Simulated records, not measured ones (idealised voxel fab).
Proc. module: voxel capacitor over wiring
It is cross-section cut that appears here, measuring 280 nm in width, its square cells being 5 nm in size.
Just so we're on the same page, the cross-sections are grids of square cells, and they're listed out in bands top to bottom, each band one or more rows deep.
A band entry consists of two parts. The first gives the height of the band's top and the height of its bottom, in nm. The rest lists the band's materials from left to right, each with its width in nm. A single material labelled with the word "throughout" fills the band from edge to edge, and the word "air" marks empty space.
Height reference: 0 = level under which incoming wafer is all one material. Lowest band: no bottom, runs on downward, e.g. "z 0 and below".
Read "30 to 40" as a graded width: first number on top, second number at the bottom, same change between each pair of neighbouring rows.
Basically "nothing changed" means that step didn't change any cell in the cross-section.
Each empty space that has no open way to the top and spans at least 8 cells appears under "Unvented cavities" as width x height at distance, the distance counted from the left edge, all in nm.
Text after the settings on a step's line: the simulator's own remark on that step.
overlay nm: mask right of planned place by this much (step with mask). Neg. = left.
### This section lists the process steps that were planned
step 1: RECEIVE,material Si
step 2: CONFORMAL_DEP,material SiO2,thk nm 10
step 3: DIRECTIONAL_DEP,material TiN,thk nm 5
step 4: DIRECTIONAL_DEP,material W,thk nm 20
step 5: MASKED_ETCH,tone cover,mask id METAL_1,width nm 25,pitch nm 85,etch materials W,depth nm 20,overlay nm 0
step 6: MASKED_ETCH,tone cover,mask id METAL_1,width nm 25,pitch nm 85,etch materials TiN,depth nm 5,overlay nm 0
step 7: CONFORMAL_DEP,material SiN,thk nm 5
step 8: FILL_DEP,material lowk,thk nm 5
step 9: CMP,height nm 35
step 10: CONFORMAL_DEP,material SiCN,thk nm 5
step 11: DIRECTIONAL_DEP,material SiO2,thk nm 15
step 12: PATTERN,tone open,mask id PLUG_1,material resist,width nm 15,thk nm 15,overlay nm 0
step 13: DIRECTIONAL_ETCH,etch materials SiO2,depth nm 15
step 14: DIRECTIONAL_ETCH,etch materials SiCN,depth nm 5
step 15: STRIP,etch materials resist
step 16: EPI,material Ru,thk nm 10
step 17: EPI,material Ru,thk nm 10
step 18: DIRECTIONAL_DEP,material TiN,thk nm 10
step 19: DIRECTIONAL_DEP,material HfO2,thk nm 5
step 20: DIRECTIONAL_DEP,material TiN,thk nm 5
step 21: DIRECTIONAL_DEP,material aC,thk nm 15
step 22: PATTERN,tone cover,mask id UPPER_PLATE,material resist,width nm 65,thk nm 30,overlay nm 0
step 23: DIRECTIONAL_ETCH,etch materials aC,depth nm 15
step 24: STRIP,etch materials resist
step 25: DIRECTIONAL_ETCH,etch materials TiN,depth nm 5
step 26: DIRECTIONAL_ETCH,etch materials HfO2,depth nm 5
step 27: STRIP,etch materials aC
step 28: DIRECTIONAL_DEP,material aC,thk nm 15
step 29: PATTERN,tone cover,mask id LOWER_PLATE,material resist,width nm 75,thk nm 35,overlay nm 0
step 30: DIRECTIONAL_ETCH,etch materials aC,depth nm 15
step 31: STRIP,etch materials resist
step 32: DIRECTIONAL_ETCH,etch materials TiN,depth nm 10
step 33: STRIP,etch materials aC
step 34: FILL_DEP,material SiO2,thk nm 15
step 35: CMP,height nm 85
step 36: DIRECTIONAL_DEP,material aC,thk nm 15
step 37: PATTERN,tone open,mask id PLUG_2,material resist,width nm 15,thk nm 35,overlay nm 0
step 38: DIRECTIONAL_ETCH,etch materials aC,depth nm 15
step 39: STRIP,etch materials resist
step 40: DIRECTIONAL_ETCH,etch materials SiO2,depth nm 10
step 41: STRIP,etch materials aC
step 42: CONFORMAL_DEP,material TiN,thk nm 5
step 43: FILL_DEP,material Cu,thk nm 5
step 44: CMP,height nm 85
step 45: CONFORMAL_DEP,material SiCN,thk nm 5
### Received-state cross-section, reflecting completion of step 1
> z 0 and below  Si throughout
> Unvented cavities: none
### The first of two wafers, cross-sectioned at the end of the module, with the run proceeding as planned
> z 90 to 85  SiCN throughout
> z 85 to 80  105 SiO2, 5 TiN, 5 Cu, 5 TiN, 160 SiO2
> z 80 to 70  105 to 95 SiO2, 15 to 65 TiN, 160 to 120 SiO2
> z 70 to 65  95 SiO2, 65 HfO2, 120 SiO2
> z 65 to 55  90 SiO2, 75 TiN, 115 SiO2
> z 55 to 40  95 SiO2, 15 Ru, 170 SiO2
> z 40 to 35  95 SiCN, 15 Ru, 170 SiCN
> z 35 to 15  80 lowk, 5 SiN, 25 W, 5 SiN, 50 lowk, 5 SiN, 25 W, 5 SiN, 80 lowk
> z 15 to 10  85 SiN, 25 TiN, 60 SiN, 25 TiN, 85 SiN
> z 10 to 0  SiO2 throughout
> z 0 and below  Si throughout
> Unvented cavities: none
### Cross-section of the latter of the two wafers at module completion. It had an identical start and an identical plan to the former; in running it, one mistake was made
> z 90 to 85  SiCN throughout
> z 85 to 80  105 SiO2, 5 TiN, 5 Cu, 5 TiN, 160 SiO2
> z 80 to 70  105 to 110 SiO2, 15 to 50 TiN, 160 to 120 SiO2
> z 70 to 65  110 SiO2, 50 HfO2, 120 SiO2
> z 65 to 55  90 SiO2, 5 TiN, 15 SiO2, 55 TiN, 115 SiO2
> z 55 to 50  95 SiO2, 15 TiN, 170 SiO2
> z 50 to 45  95 SiO2, 15 HfO2, 170 SiO2
> z 45 to 40  95 SiO2, 15 TiN, 170 SiO2
> z 40 to 35  95 SiCN, 15 TiN, 170 SiCN
> z 35 to 30  80 lowk, 35 SiN, 50 lowk, 35 SiN, 80 lowk
> z 30 to 15  80 lowk, 5 SiN, 25 W, 5 SiN, 50 lowk, 5 SiN, 25 W, 5 SiN, 80 lowk
> z 15 to 10  85 SiN, 25 W, 60 SiN, 25 W, 85 SiN
> z 10 to 0  SiO2 throughout
> z 0 and below  Si throughout
> Unvented cavities: none
Nonconformance to the process plan: step 3 of the plan: omitted, not performed
In the final state, the cell counts of the second wafer exceed or fall short of those of the first for the following materials: Ru: 12 fewer, SiN: 10 more, SiO2: 12 more, TiN: 10 fewer
